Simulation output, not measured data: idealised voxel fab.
process module | voxel self aligned contacts
cross-section cut | 275 nm wide | cells 5 nm
A cross-section is a grid of square cells, given in bands from the top down. A band is one or more rows of cells.
Each band's line starts with the height of the band's top and of its bottom, in nm. Then come its materials from left to right, each with its width in nm. One material with "throughout" fills the band from edge to edge. "air" is empty space.
Height 0 is the level under which the wafer as received is all one material. The lowest band goes on downwards, as in "0 down".
A width such as "30 to 40" changes by the same amount from each row of cells to the next, from the band's top row to its bottom row.
"no change" after a step means that no cell of the cross-section changed.
closed voids: empty space of 8 cells or more with no open way to the top, each as width x height at its distance from the left edge, in nm
after a step's settings: what the simulator itself notes on the step
overlay nm, on a step with a mask: how far to the right of its planned place the mask lay; to the left if negative
plan
1 op RECEIVE | material Si
2 op OXIDIZE | depth nm 5
3 op DIRECTIONAL_DEP | material polySi | thk nm 30
4 op DIRECTIONAL_DEP | material SiN | thk nm 20
5 op PATTERN | tone cover | mask id GATE | material resist | width nm 35 | pitch nm 65 | thk nm 20 | overlay nm 0
6 op DIRECTIONAL_ETCH | etch materials SiN | depth nm 20
7 op DIRECTIONAL_ETCH | etch materials polySi | depth nm 30
8 op STRIP | etch materials resist
9 op CONFORMAL_DEP | material SiN | thk nm 5
10 op DIRECTIONAL_ETCH | etch materials SiN | depth nm 5
11 op FILL_DEP | material SiO2 | thk nm 10
12 op CMP | height nm 55
13 op PATTERN | tone open | mask id CONTACT | material resist | width nm 40 | pitch nm 65 | thk nm 15 | overlay nm 0
14 op DIRECTIONAL_ETCH | etch materials SiO2 | depth nm 60
15 op STRIP | etch materials resist
16 op CONFORMAL_DEP | material TiN | thk nm 5
17 op FILL_DEP | material W | thk nm 5
18 op CMP | height nm 55
19 op CONFORMAL_DEP | material SiCN | thk nm 5
first wafer, as planned
as received, after step 1
  0 down: Si throughout
  closed voids: none
after step 2
  0 to -5: SiO2 throughout
  below -5: unchanged
after step 3
  30 to 0: polySi throughout
  below 0: unchanged
after step 4
  50 to 30: SiN throughout
  below 30: unchanged
after step 5
  70 to 50: air 55 | resist 35 | air 30 | resist 35 | air 30 | resist 35 | air 55
  below 50: unchanged
after step 6
  70 to 50: air 55 | resist 35 | air 30 | resist 35 | air 30 | resist 35 | air 55
  50 to 30: air 55 | SiN 35 | air 30 | SiN 35 | air 30 | SiN 35 | air 55
  below 30: unchanged
after step 7
  70 to 50: air 55 | resist 35 | air 30 | resist 35 | air 30 | resist 35 | air 55
  50 to 30: air 55 | SiN 35 | air 30 | SiN 35 | air 30 | SiN 35 | air 55
  30 to 0: air 55 | polySi 35 | air 30 | polySi 35 | air 30 | polySi 35 | air 55
  below 0: unchanged
after step 8
  50 to 30: air 55 | SiN 35 | air 30 | SiN 35 | air 30 | SiN 35 | air 55
  below 30: unchanged
after step 9
  55 to 30: air 50 | SiN 45 | air 20 | SiN 45 | air 20 | SiN 45 | air 50
  30 to 5: air 50 | SiN 5 | polySi 35 | SiN 5 | air 20 | SiN 5 | polySi 35 | SiN 5 | air 20 | SiN 5 | polySi 35 | SiN 5 | air 50
  5 to 0: SiN 55 | polySi 35 | SiN 30 | polySi 35 | SiN 30 | polySi 35 | SiN 55
  below 0: unchanged
after step 10
  50 to 30: air 50 | SiN 45 | air 20 | SiN 45 | air 20 | SiN 45 | air 50
  30 to 0: air 50 | SiN 5 | polySi 35 | SiN 5 | air 20 | SiN 5 | polySi 35 | SiN 5 | air 20 | SiN 5 | polySi 35 | SiN 5 | air 50
  below 0: unchanged
after step 11
  60 to 50: SiO2 throughout
  50 to 30: SiO2 50 | SiN 45 | SiO2 20 | SiN 45 | SiO2 20 | SiN 45 | SiO2 50
  30 to 0: SiO2 50 | SiN 5 | polySi 35 | SiN 5 | SiO2 20 | SiN 5 | polySi 35 | SiN 5 | SiO2 20 | SiN 5 | polySi 35 | SiN 5 | SiO2 50
  below 0: unchanged
after step 12
  55 to 50: SiO2 throughout
  below 50: unchanged
after step 13
  70 to 55: resist 85 | air 40 | resist 25 | air 40 | resist 85
  below 55: unchanged
after step 14
  70 to 55: resist 85 | air 40 | resist 25 | air 40 | resist 85
  55 to 50: SiO2 85 | air 40 | SiO2 25 | air 40 | SiO2 85
  50 to 30: SiO2 50 | SiN 45 | air 20 | SiN 45 | air 20 | SiN 45 | SiO2 50
  30 to 0: SiO2 50 | SiN 5 | polySi 35 | SiN 5 | air 20 | SiN 5 | polySi 35 | SiN 5 | air 20 | SiN 5 | polySi 35 | SiN 5 | SiO2 50
  0 to -5: SiO2 95 | air 20 | SiO2 45 | air 20 | SiO2 95
  below -5: unchanged
after step 15
  55 to 50: SiO2 85 | air 40 | SiO2 25 | air 40 | SiO2 85
  below 50: unchanged
after step 16
  60 to 55: TiN 90 | air 30 | TiN 35 | air 30 | TiN 90
  55 to 50: SiO2 85 | TiN 15 | air 10 | TiN 15 | SiO2 25 | TiN 15 | air 10 | TiN 15 | SiO2 85
  50 to 30: SiO2 50 | SiN 45 | TiN 5 | air 10 | TiN 5 | SiN 45 | TiN 5 | air 10 | TiN 5 | SiN 45 | SiO2 50
  30 to 0: SiO2 50 | SiN 5 | polySi 35 | SiN 5 | TiN 5 | air 10 | TiN 5 | SiN 5 | polySi 35 | SiN 5 | TiN 5 | air 10 | TiN 5 | SiN 5 | polySi 35 | SiN 5 | SiO2 50
  0 to -5: SiO2 95 | TiN 20 | SiO2 45 | TiN 20 | SiO2 95
  below -5: unchanged
after step 17
  65 to 60: W throughout
  60 to 55: TiN 90 | W 30 | TiN 35 | W 30 | TiN 90
  55 to 50: SiO2 85 | TiN 15 | W 10 | TiN 15 | SiO2 25 | TiN 15 | W 10 | TiN 15 | SiO2 85
  50 to 30: SiO2 50 | SiN 45 | TiN 5 | W 10 | TiN 5 | SiN 45 | TiN 5 | W 10 | TiN 5 | SiN 45 | SiO2 50
  30 to 0: SiO2 50 | SiN 5 | polySi 35 | SiN 5 | TiN 5 | W 10 | TiN 5 | SiN 5 | polySi 35 | SiN 5 | TiN 5 | W 10 | TiN 5 | SiN 5 | polySi 35 | SiN 5 | SiO2 50
  below 0: unchanged
after step 18
  55 to 50: SiO2 85 | TiN 15 | W 10 | TiN 15 | SiO2 25 | TiN 15 | W 10 | TiN 15 | SiO2 85
  below 50: unchanged
after step 19
  60 to 55: SiCN throughout
  below 55: unchanged
second wafer: like start, like plan, one mistake. Through step 1 it matches the first wafer
when step 2 should have ended: no change
when step 3 should have ended
  30 to 0: polySi throughout
  below 0: unchanged
when step 4 should have ended
  50 to 30: SiN throughout
  below 30: unchanged
when step 5 should have ended
  70 to 50: air 55 | resist 35 | air 30 | resist 35 | air 30 | resist 35 | air 55
  below 50: unchanged
when step 6 should have ended
  70 to 50: air 55 | resist 35 | air 30 | resist 35 | air 30 | resist 35 | air 55
  50 to 30: air 55 | SiN 35 | air 30 | SiN 35 | air 30 | SiN 35 | air 55
  below 30: unchanged
when step 7 should have ended
  70 to 50: air 55 | resist 35 | air 30 | resist 35 | air 30 | resist 35 | air 55
  50 to 30: air 55 | SiN 35 | air 30 | SiN 35 | air 30 | SiN 35 | air 55
  30 to 0: air 55 | polySi 35 | air 30 | polySi 35 | air 30 | polySi 35 | air 55
  below 0: unchanged
when step 8 should have ended
  50 to 30: air 55 | SiN 35 | air 30 | SiN 35 | air 30 | SiN 35 | air 55
  below 30: unchanged
when step 9 should have ended
  55 to 30: air 50 | SiN 45 | air 20 | SiN 45 | air 20 | SiN 45 | air 50
  30 to 5: air 50 | SiN 5 | polySi 35 | SiN 5 | air 20 | SiN 5 | polySi 35 | SiN 5 | air 20 | SiN 5 | polySi 35 | SiN 5 | air 50
  5 to 0: SiN 55 | polySi 35 | SiN 30 | polySi 35 | SiN 30 | polySi 35 | SiN 55
  below 0: unchanged
when step 10 should have ended
  50 to 30: air 50 | SiN 45 | air 20 | SiN 45 | air 20 | SiN 45 | air 50
  30 to 0: air 50 | SiN 5 | polySi 35 | SiN 5 | air 20 | SiN 5 | polySi 35 | SiN 5 | air 20 | SiN 5 | polySi 35 | SiN 5 | air 50
  below 0: unchanged
when step 11 should have ended
  60 to 50: SiO2 throughout
  50 to 30: SiO2 50 | SiN 45 | SiO2 20 | SiN 45 | SiO2 20 | SiN 45 | SiO2 50
  30 to 0: SiO2 50 | SiN 5 | polySi 35 | SiN 5 | SiO2 20 | SiN 5 | polySi 35 | SiN 5 | SiO2 20 | SiN 5 | polySi 35 | SiN 5 | SiO2 50
  below 0: unchanged
when step 12 should have ended
  55 to 50: SiO2 throughout
  below 50: unchanged
when step 13 should have ended
  70 to 55: resist 85 | air 40 | resist 25 | air 40 | resist 85
  below 55: unchanged
when step 14 should have ended
  70 to 55: resist 85 | air 40 | resist 25 | air 40 | resist 85
  55 to 50: SiO2 85 | air 40 | SiO2 25 | air 40 | SiO2 85
  50 to 30: SiO2 50 | SiN 45 | air 20 | SiN 45 | air 20 | SiN 45 | SiO2 50
  30 to 0: SiO2 50 | SiN 5 | polySi 35 | SiN 5 | air 20 | SiN 5 | polySi 35 | SiN 5 | air 20 | SiN 5 | polySi 35 | SiN 5 | SiO2 50
  below 0: unchanged
when step 15 should have ended
  55 to 50: SiO2 85 | air 40 | SiO2 25 | air 40 | SiO2 85
  below 50: unchanged
when step 16 should have ended
  60 to 55: TiN 90 | air 30 | TiN 35 | air 30 | TiN 90
  55 to 50: SiO2 85 | TiN 15 | air 10 | TiN 15 | SiO2 25 | TiN 15 | air 10 | TiN 15 | SiO2 85
  50 to 30: SiO2 50 | SiN 45 | TiN 5 | air 10 | TiN 5 | SiN 45 | TiN 5 | air 10 | TiN 5 | SiN 45 | SiO2 50
  30 to 5: SiO2 50 | SiN 5 | polySi 35 | SiN 5 | TiN 5 | air 10 | TiN 5 | SiN 5 | polySi 35 | SiN 5 | TiN 5 | air 10 | TiN 5 | SiN 5 | polySi 35 | SiN 5 | SiO2 50
  5 to 0: SiO2 50 | SiN 5 | polySi 35 | SiN 5 | TiN 20 | SiN 5 | polySi 35 | SiN 5 | TiN 20 | SiN 5 | polySi 35 | SiN 5 | SiO2 50
  below 0: unchanged
when step 17 should have ended
  65 to 60: W throughout
  60 to 55: TiN 90 | W 30 | TiN 35 | W 30 | TiN 90
  55 to 50: SiO2 85 | TiN 15 | W 10 | TiN 15 | SiO2 25 | TiN 15 | W 10 | TiN 15 | SiO2 85
  50 to 30: SiO2 50 | SiN 45 | TiN 5 | W 10 | TiN 5 | SiN 45 | TiN 5 | W 10 | TiN 5 | SiN 45 | SiO2 50
  30 to 5: SiO2 50 | SiN 5 | polySi 35 | SiN 5 | TiN 5 | W 10 | TiN 5 | SiN 5 | polySi 35 | SiN 5 | TiN 5 | W 10 | TiN 5 | SiN 5 | polySi 35 | SiN 5 | SiO2 50
  below 5: unchanged
when step 18 should have ended
  55 to 50: SiO2 85 | TiN 15 | W 10 | TiN 15 | SiO2 25 | TiN 15 | W 10 | TiN 15 | SiO2 85
  below 50: unchanged
when step 19 should have ended
  60 to 55: SiCN throughout
  below 55: unchanged
what went wrong: step 2 was left out
at the end the second wafer has, in cells: 55 more of Si | 47 fewer of SiO2 | 4 fewer of TiN | 4 fewer of W
